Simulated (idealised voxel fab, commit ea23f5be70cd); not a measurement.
process module | voxel air gaps
cross-section cut | 270 nm wide | cells 5 nm
A cross-section is a grid of square cells, given in bands from the top down. A band is one or more rows of cells.
Each band's line starts with the height of the band's top and of its bottom, in nm. Then come its materials from left to right, each with its width in nm. One material with "throughout" fills the band from edge to edge. "air" is empty space.
Height 0 is the level under which the wafer as received is all one material. The lowest band goes on downwards, as in "0 down".
A width such as "30 to 40" changes by the same amount from each row of cells to the next, from the band's top row to its bottom row.
"no change" after a step means that no cell of the cross-section changed.
closed voids: empty space of 8 cells or more with no open way to the top, each as width x height at its distance from the left edge, in nm
after a step's settings: what the simulator itself notes on the step
overlay nm, on a step with a mask: how far to the right of its planned place the mask lay; to the left if negative
plan
1 op RECEIVE | material Si
2 op CONFORMAL_DEP | material SiO2 | thk nm 15
3 op CONFORMAL_DEP | material SiN | thk nm 5
4 op DIRECTIONAL_DEP | material lowk | thk nm 30
5 op PATTERN | tone open | mask id LINES | material resist | width nm 25 | pitch nm 50 | thk nm 15 | overlay nm 0
6 op DIRECTIONAL_ETCH | etch materials lowk | depth nm 30
7 op STRIP | etch materials resist
8 op CONFORMAL_DEP | material TiN | thk nm 5
9 op FILL_DEP | material Cu | thk nm 10
10 op CMP | height nm 50
11 op EPI | material Ru | thk nm 10
12 op SELECTIVE_ETCH | etch materials lowk | depth nm 40
13 op CONFORMAL_DEP | material SiCN | thk nm 5
as received, after step 1
  0 down: Si throughout
  closed voids: none
a wafer at the end: this start, this plan, one mistake
  65 to 60: air 30 | SiCN 210 | air 30
  60 to 50: air 30 | SiCN 5 | Ru 200 | SiCN 5 | air 30
  50 to 45: air 30 | SiCN 15 | TiN 5 | Cu 20 | TiN 5 | lowk 20 | TiN 5 | Cu 20 | TiN 5 | lowk 20 | TiN 5 | Cu 20 | TiN 5 | lowk 20 | TiN 5 | Cu 20 | TiN 5 | SiCN 15 | air 30
  45 to 25: air 40 | SiCN 5 | TiN 5 | Cu 20 | TiN 5 | lowk 20 | TiN 5 | Cu 20 | TiN 5 | lowk 20 | TiN 5 | Cu 20 | TiN 5 | lowk 20 | TiN 5 | Cu 20 | TiN 5 | SiCN 5 | air 40
  25 to 20: SiCN 45 | TiN 30 | lowk 20 | TiN 30 | lowk 20 | TiN 30 | lowk 20 | TiN 30 | SiCN 45
  20 to 15: SiN throughout
  15 to 0: SiO2 throughout
  0 down: Si throughout
  closed voids: none
what went wrong: step 5 ran as: op PATTERN | tone open | mask id LINES | material resist | width nm 30 | pitch nm 50 | thk nm 15 | overlay nm 0
